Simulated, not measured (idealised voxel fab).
The document below concerns the process module designated voxel transistor to metal.
Each square cell in cross-section cut measures 5 nm, and the section as a whole is 150 nm wide.
In this document a cross-section is written as a grid of square cells. It is given as a series of bands, listed from the top down, and a band is one or more rows of cells.
Each band's line starts with the height of the band's top and of its bottom, in nm. Then come its materials from left to right, each with its width in nm. One material with "edge to edge" fills the band from edge to edge. "blank" is empty space.
Zero point of the height axis is 0; under it, received wafer = one material. Lowest band: continues down indefinitely, "0 nm and below".
The width entry "30 to 40" should be interpreted row by row: the top row of cells in the band takes the first number, the bottom row takes the second number, and the change between adjacent rows is uniform throughout.
Key: "no change occurred" - step with no changed cell in the cross-section.
"Closed cavities": sealed empty spaces, 8 cells or more, no open way to top, listed width x height at distance, with distance from the left edge and width, height and distance in nm.
On a step's line, text after the settings is the simulator commenting on that step.
The line of a step may include "overlay nm". On a step with a mask, this value is how far to the right of its planned place the mask lay. A negative value means the mask lay to the left.

**Steps in the process plan**
1 RECEIVE | material Si
2 OXIDIZE | depth nm 5
3 CONFORMAL_DEP | material SiN | thk nm 15
4 MASKED_ETCH | tone cover | mask id ACTIVE | width nm 105 | etch materials SiN | depth nm 15 | overlay nm 0
5 MASKED_ETCH | tone cover | mask id ACTIVE | width nm 105 | etch materials SiO2 | depth nm 5 | overlay nm 0
6 MASKED_ETCH | tone cover | mask id ACTIVE | width nm 105 | etch materials Si | depth nm 35 | overlay nm 0
7 FILL_DEP | material SiO2 | thk nm 15
8 CMP | height nm 15
9 SELECTIVE_ETCH | etch materials SiO2 | depth nm 15
10 STRIP | etch materials SiN
11 SELECTIVE_ETCH | etch materials SiO2 | depth nm 5
12 OXIDIZE | depth nm 5
13 DIRECTIONAL_DEP | material polySi | thk nm 25
14 DIRECTIONAL_DEP | material SiCN | thk nm 15
15 DIRECTIONAL_DEP | material aC | thk nm 10
16 PATTERN | tone cover | mask id GATE | material resist | width nm 25 | thk nm 30 | overlay nm 0
17 DIRECTIONAL_ETCH | etch materials aC | depth nm 10
18 STRIP | etch materials resist
19 DIRECTIONAL_ETCH | etch materials SiCN | depth nm 25
20 DIRECTIONAL_ETCH | etch materials polySi | depth nm 35
21 STRIP | etch materials aC
22 CONFORMAL_DEP | material SiN | thk nm 5
23 DIRECTIONAL_ETCH | etch materials SiN | depth nm 5
24 DIRECTIONAL_ETCH | etch materials SiO2 | depth nm 5
25 DIRECTIONAL_ETCH | etch materials Si | depth nm 5
26 EPI | material SiGe | thk nm 5
27 FILL_DEP | material SiO2 | thk nm 10
28 CMP | height nm 20
29 STRIP | etch materials polySi
30 SELECTIVE_ETCH | etch materials SiO2 | depth nm 5
31 CONFORMAL_DEP | material HfO2 | thk nm 5
32 CONFORMAL_DEP | material TiN | thk nm 5
33 FILL_DEP | material W | thk nm 5
34 CMP | height nm 15
35 DIRECTIONAL_DEP | material SiO2 | thk nm 10
36 MASKED_ETCH | tone open | mask id CONTACT | width nm 15 | pitch nm 80 | etch materials SiO2 | depth nm 35 | overlay nm 0
37 CONFORMAL_DEP | material TiN | thk nm 5
38 FILL_DEP | material W | thk nm 10
39 CMP | height nm 25
40 DIRECTIONAL_DEP | material TiN | thk nm 5
41 DIRECTIONAL_DEP | material W | thk nm 15
42 PATTERN | tone cover | mask id METAL_1 | material resist | width nm 15 | pitch nm 80 | thk nm 20 | overlay nm 0
43 DIRECTIONAL_ETCH | etch materials W | depth nm 15
44 DIRECTIONAL_ETCH | etch materials TiN | depth nm 5
45 STRIP | etch materials resist
46 FILL_DEP | material SiO2 | thk nm 5
47 CMP | height nm 45
48 CONFORMAL_DEP | material SiN | thk nm 5

**Wafer as received: cross-section following step 1**
0 nm and below | Si edge to edge
Closed cavities: none

**Below is the wafer in cross-section after the module was completed. It began from the starting point shown above and followed the plan shown above, except that one mistake was made while running it**
50 nm to 45 nm | SiN edge to edge
45 nm to 30 nm | 25 SiO2 | 15 W | 65 SiO2 | 15 W | 30 SiO2
30 nm to 25 nm | 25 SiO2 | 15 TiN | 65 SiO2 | 15 TiN | 30 SiO2
25 nm to 15 nm | 25 SiO2 | 5 TiN | 5 W | 5 TiN | 65 SiO2 | 5 TiN | 5 W | 5 TiN | 30 SiO2
15 nm to 0 nm | 25 SiO2 | 5 TiN | 5 W | 5 TiN | 15 SiO2 | 5 SiN | 5 HfO2 | 5 TiN | 5 W | 5 TiN | 5 HfO2 | 5 SiN | 15 SiO2 | 5 TiN | 5 W | 5 TiN | 30 SiO2
0 nm to -5 nm | 25 SiO2 | 5 TiN | 5 W | 5 TiN | 15 SiO2 | 5 SiN | 5 HfO2 | 15 TiN | 5 HfO2 | 5 SiN | 15 SiO2 | 5 TiN | 5 W | 5 TiN | 30 SiO2
-5 nm to -10 nm | 15 SiO2 | 5 SiN | 5 SiO2 | 15 TiN | 10 SiO2 | 5 SiGe | 35 HfO2 | 5 SiGe | 10 SiO2 | 15 TiN | 5 SiO2 | 5 SiN | 20 SiO2
-10 nm to -15 nm | 15 SiO2 | 5 SiN | 5 SiO2 | 30 SiGe | 35 Si | 30 SiGe | 5 SiO2 | 5 SiN | 20 SiO2
-15 nm to -20 nm | 15 SiO2 | 5 SiN | 5 SiO2 | 95 Si | 5 SiO2 | 5 SiN | 20 SiO2
-20 nm to -25 nm | 25 SiO2 | 95 Si | 30 SiO2
-25 nm to -40 nm | 20 SiO2 | 105 Si | 25 SiO2
-40 nm and below | Si edge to edge
Closed cavities: none
Against the plan, the run slipped here: step 9 of the plan was executed twice over
